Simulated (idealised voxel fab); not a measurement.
The following is a process module called voxel ribs on slabs.
Cross-section cut spans 170 nm and uses square cells 5 nm in size.
For the purposes of this document, a cross-section shall be understood as a grid of square cells, specified as bands listed in top-to-bottom order, each band consisting of one or more rows of cells. What a band's entry tells you: where the top is and where the bottom is, as heights in nm, and after that what lies inside, material by material from left to right, each with its width in nm. Empty space is written as the word "air", and a single material marked with the word "throughout" occupies the band from edge to edge. For the purposes of this specification, 0 denotes the height below which the wafer in its as-received condition is composed wholly of one material, and the lowermost band, lacking a lower limit, extends downward without end, as expressed in "0 -> down". With a width like "30->40", each row of cells in the band differs from the next by the same amount, the top row carrying the first number and the bottom row the second. You'll sometimes find "no alterations made" written for a step, and that's the way of saying that nowhere in the cross-section did a cell change during that step. If an empty space has no open way to the top and is at least 8 cells in size, "Closed empty spaces" lists it, written width x height at distance, where distance is measured from the left edge and every value is in nm. If you see something after the settings on a step's line, that's the simulator's own remark about that step. overlay nm: mask right of planned place by this much (step with mask). Neg. = left.
Steps in the process plan:
1. RECEIVE, material Si
2. DIRECTIONAL_DEP, material SiO2, thk nm 30
3. DIRECTIONAL_DEP, material polySi, thk nm 25
4. MASKED_ETCH, tone cover, mask id RIB, width nm 30, etch materials polySi, depth nm 15, overlay nm 0
5. DIRECTIONAL_DEP, material aC, thk nm 10
6. PATTERN, tone cover, mask id SLAB, material resist, width nm 80, thk nm 25, overlay nm 0
7. DIRECTIONAL_ETCH, etch materials aC, depth nm 10
8. STRIP, etch materials resist
9. DIRECTIONAL_ETCH, etch materials polySi, depth nm 10
10. STRIP, etch materials aC
11. FILL_DEP, material SiO2, thk nm 15
12. CMP, height nm 65
13. DIRECTIONAL_DEP, material TiN, thk nm 10
14. PATTERN, tone cover, mask id HEATER, material resist, width nm 40, thk nm 15, overlay nm 0
15. DIRECTIONAL_ETCH, etch materials TiN, depth nm 10
16. STRIP, etch materials resist
17. CONFORMAL_DEP, material SiO2, thk nm 5
The wafers are alike at the start. At step 17, their thk nm differs. The plan lists the first wafer's value.
Received wafers, first of several: cross-section after step 1:
> 0 -> down: Si throughout
> Closed empty spaces: none
Depicted here is the first of several wafers in cross-section, at module completion following the last step, step 17:
> 80 -> 75: air: 60 / SiO2: 50 / air: 60
> 75 -> 70: air: 60 / SiO2: 5 / TiN: 40 / SiO2: 5 / air: 60
> 70 -> 65: SiO2: 65 / TiN: 40 / SiO2: 65
> 65 -> 55: SiO2 throughout
> 55 -> 40: SiO2: 70 / polySi: 30 / SiO2: 70
> 40 -> 30: SiO2: 45 / polySi: 80 / SiO2: 45
> 30 -> 0: SiO2 throughout
> 0 -> down: Si throughout
> Closed empty spaces: none
At the end of the module, the last of several wafers in cross-section:
> 100 -> 90: air: 40 / SiO2: 90 / air: 40
> 90 -> 75: SiO2 throughout
> 75 -> 65: SiO2: 65 / TiN: 40 / SiO2: 65
> 65 -> 55: SiO2 throughout
> 55 -> 40: SiO2: 70 / polySi: 30 / SiO2: 70
> 40 -> 30: SiO2: 45 / polySi: 80 / SiO2: 45
> 30 -> 0: SiO2 throughout
> 0 -> down: Si throughout
> Closed empty spaces: none
Gained (+) or lost (-) cells of each material since receipt, then closed voids: one row per wafer, at the end of the module:
thk nm 5 | +430 SiO2 | +16 TiN | +50 polySi | Closed empty spaces: none
thk nm 10 | +468 SiO2 | +16 TiN | +50 polySi | Closed empty spaces: none
thk nm 15 | +506 SiO2 | +16 TiN | +50 polySi | Closed empty spaces: none
thk nm 20 | +544 SiO2 | +16 TiN | +50 polySi | Closed empty spaces: none
thk nm 25 | +582 SiO2 | +16 TiN | +50 polySi | Closed empty spaces: none
